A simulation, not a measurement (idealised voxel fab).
Process module heading - voxel local oxidation
Section shown: cut. Width: 205 nm. Cell size: 5 nm, square.
This document writes a cross-section as a grid whose cells are square, and gives it as bands, listed from the top down; one or more rows of cells form a band.
This entry defines a band. It first specifies the height of the band's top and the height of its bottom in nm, and then specifies the band's materials from left to right, stating each material with its width in nm. The word "edge to edge" identifies a single material that fills the band from edge to edge, while the word "blank" identifies empty space.
Height is counted from the level 0, under which the received wafer is composed throughout of one material. The lowest of the bands is not closed at the bottom but continues downward, in the notation "z 0 and below".
Read "30->40" as a graded width: first number on top, second number at the bottom, same change between each pair of neighbouring rows.
"remains unaltered" for a step: no cell of the cross-section changed in that step.
"Sealed void list" means: voids of 8 cells or more that are shut off from the top with no open way through. Written width x height at distance, distance from the left edge, in nm.
Post-settings text on a step line: simulator's own remark regarding the step.
overlay nm: for a step with a mask, the amount by which the mask lay right of where it was planned; a negative amount means left of it.
## Planned process steps
| 1 | RECEIVE: material Si |
| 2 | CONFORMAL_DEP: material SiO2, thk nm 5 |
| 3 | CONFORMAL_DEP: material SiN, thk nm 15 |
| 4 | DIRECTIONAL_DEP: material aC, thk nm 10 |
| 5 | PATTERN: tone cover, mask id ACTIVE, material resist, width nm 90, thk nm 30, overlay nm -15 |
| 6 | DIRECTIONAL_ETCH: etch materials aC, depth nm 10 |
| 7 | STRIP: etch materials resist |
| 8 | DIRECTIONAL_ETCH: etch materials SiN, depth nm 15 |
| 9 | STRIP: etch materials aC |
| 10 | SELECTIVE_ETCH: etch materials SiO2, depth nm 5 |
| 11 | OXIDIZE: depth nm 15 |
| 12 | STRIP: etch materials SiN |
Across this set of wafers, the varied parameter is the overlay nm of step 5. Starting conditions are identical for every wafer, and the plan reports the value assigned to the first wafer.
## Received wafers, first of several: cross-section after step 1
	z 0 and below | Si edge to edge
	Sealed void list: none
## End of the module, past its last step, step 12: how the first of several wafers looks in cross-section
	z 5 to 0 | blank: 45, then SiO2: 80, then blank: 80
	z 0 to -15 | SiO2: 60, then Si: 50, then SiO2: 95
	z -15 and below | Si edge to edge
	Sealed void list: none
## The last wafer as seen in cross-section at the end of the module
	z 5 to 0 | blank: 75, then SiO2: 80, then blank: 50
	z 0 to -15 | SiO2: 90, then Si: 50, then SiO2: 65
	z -15 and below | Si edge to edge
	Sealed void list: none
## Per wafer, end of module: cells gained (+) or lost (-) per material since receipt, then closed voids
overlay nm -15 | -93 Si | +109 SiO2 | Sealed void list: none
overlay nm -10 | -93 Si | +109 SiO2 | Sealed void list: none
overlay nm -5 | -93 Si | +109 SiO2 | Sealed void list: none
overlay nm 0 | -93 Si | +109 SiO2 | Sealed void list: none
overlay nm 5 | -93 Si | +109 SiO2 | Sealed void list: none
overlay nm 10 | -93 Si | +109 SiO2 | Sealed void list: none
overlay nm 15 | -93 Si | +109 SiO2 | Sealed void list: none
